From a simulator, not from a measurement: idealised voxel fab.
The process module that follows is named voxel ribs on slabs.
In the cross-section labelled cut, the width is 170 nm and each square cell is 5 nm.
Reading order for cross-sections: top band down to bottom band. Underlying form: a grid of square cells. Band size: one or more rows of cells.
Look at the band entry: it leads with the top's height and the bottom's height in nm. Then it lists the materials left to right, with a width in nm for each. The word "edge to edge" on a single material says that material fills the band edge to edge. The word "air" is empty space.
Beneath 0, the wafer as received is one material, and that level is where height counting begins. The lowest band goes on downward without a bottom; it is written like "0 down".
The expression "30->40" gives the width at the extremes of the band, the first number at its top row of cells and the second at its bottom row, with the width changing by equal amounts from each row to the next in between.
"remains unaltered" (step): cross-section cells unchanged, all of them.
Basically, "Cavities, sealed" tells you about the enclosed voids: empty spaces with no open way to the top, 8 cells or bigger, each written width x height at distance, where distance is from the left edge, all in nm.
On a step's line, text after the settings is the simulator commenting on that step.
overlay nm: how far to the right of its planned place the mask lay on this masked step (negative: to the left).
-- The following list gives the planned process steps
1) RECEIVE, material Si
2) DIRECTIONAL_DEP, material SiO2, thk nm 25
3) DIRECTIONAL_DEP, material SiN, thk nm 20
4) MASKED_ETCH, tone cover, mask id RIB, width nm 20, etch materials SiN, depth nm 15, overlay nm 0
5) PATTERN, tone cover, mask id SLAB, material resist, width nm 60, thk nm 15, overlay nm 0
6) DIRECTIONAL_ETCH, etch materials SiN, depth nm 5
7) STRIP, etch materials resist
8) FILL_DEP, material SiO2, thk nm 25
9) CMP, height nm 60
10) DIRECTIONAL_DEP, material TiN, thk nm 5
11) PATTERN, tone cover, mask id HEATER, material resist, width nm 30, thk nm 15, overlay nm 0
12) DIRECTIONAL_ETCH, etch materials TiN, depth nm 5
13) STRIP, etch materials resist
14) CONFORMAL_DEP, material SiN, thk nm 10
-- Cross-section, incoming material, after step 1
* 0 down  Si edge to edge
* Cavities, sealed: none
-- The plan above was carried out on the starting structure above with one mistake, and this cross-section shows the wafer at the end of the module
* 75 to 70  60 air, 50 SiO2, 60 air
* 70 to 65  SiO2 edge to edge
* 65 to 60  70 SiO2, 30 TiN, 70 SiO2
* 60 to 45  SiO2 edge to edge
* 45 to 30  75 SiO2, 20 SiN, 75 SiO2
* 30 to 25  55 SiO2, 60 SiN, 55 SiO2
* 25 to 0  SiO2 edge to edge
* 0 down  Si edge to edge
* Cavities, sealed: none
Here's what went sideways: note that step 14 departed from the planned setting and was carried out as CONFORMAL_DEP, material SiO2, thk nm 10
